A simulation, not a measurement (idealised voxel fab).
This is a process module. Its name is voxel spacer lines.
Cross-section cut: width 140 nm, square cells of 5 nm.
Format of a cross-section: grid, square cells. Given as bands. Order: top down. Band: one or more rows of cells. Per band: top height and bottom height in nm, followed by the left-to-right materials and their widths in nm; "throughout" marks a single material spanning edge to edge, "air" marks empty space. Basically, 0 is our baseline, since under it the wafer straight out of the box is all one material. The bottom band has no lower end and keeps on going down, so it looks like "from 0 down". Width "30->40": first value at the band's top row of cells, second value at its bottom row, equal change from row to row. Any step labelled "remains unaltered" changed none of the cells in the cross-section. Look at "Voids, fully enclosed" for the closed voids: empty spaces with no open path to the top, sized 8 cells or up. Each is width x height at distance, distance from the left edge, all nm. The remark found on a step's line after its settings is issued by the simulator itself and pertains to that step. overlay nm: mask right of planned place by this much (step with mask). Neg. = left.

### List of planned process steps
| 1 | RECEIVE,material Si |
| 2 | CONFORMAL_DEP,material SiO2,thk nm 5 |
| 3 | DIRECTIONAL_DEP,material TiN,thk nm 20 |
| 4 | DIRECTIONAL_DEP,material aC,thk nm 20 |
| 5 | PATTERN,tone cover,mask id MANDREL,material resist,width nm 20,pitch nm 60,thk nm 30,overlay nm 0 |
| 6 | DIRECTIONAL_ETCH,etch materials aC,depth nm 20 |
| 7 | STRIP,etch materials resist |
| 8 | CONFORMAL_DEP,material SiN,thk nm 10 |
| 9 | DIRECTIONAL_ETCH,etch materials SiN,depth nm 10 |
| 10 | STRIP,etch materials aC |
| 11 | DIRECTIONAL_ETCH,etch materials TiN,depth nm 20 |
| 12 | STRIP,etch materials SiN |
| 13 | FILL_DEP,material SiO2,thk nm 5 |
| 14 | CMP,height nm 25 |

### As-received wafer cross-section (after step 1)
from 0 down | Si throughout
Voids, fully enclosed: none

### Looking at the first of two wafers in cross-section at end of module - ran to plan
from 25 to 5 | 20 nm SiO2, 10 nm TiN, 20 nm SiO2, 10 nm TiN, 20 nm SiO2, 10 nm TiN, 20 nm SiO2, 10 nm TiN, 20 nm SiO2
from 5 to 0 | SiO2 throughout
from 0 down | Si throughout
Voids, fully enclosed: none

### Cross-section, wafer two of two, end of module: same start and plan as wafer one, one error in execution
from 25 to 5 | 25 nm SiO2, 10 nm TiN, 20 nm SiO2, 10 nm TiN, 20 nm SiO2, 10 nm TiN, 20 nm SiO2, 10 nm TiN, 15 nm SiO2
from 5 to 0 | SiO2 throughout
from 0 down | Si throughout
Voids, fully enclosed: none
Heads up, the wafer didn't run the way we planned it: step 5 ran as: PATTERN,tone cover,mask id MANDREL,material resist,width nm 20,pitch nm 60,thk nm 30,overlay nm 5
The concluding comparison shows that, measured in cells, each material is equally abundant on both wafers, albeit at different positions.
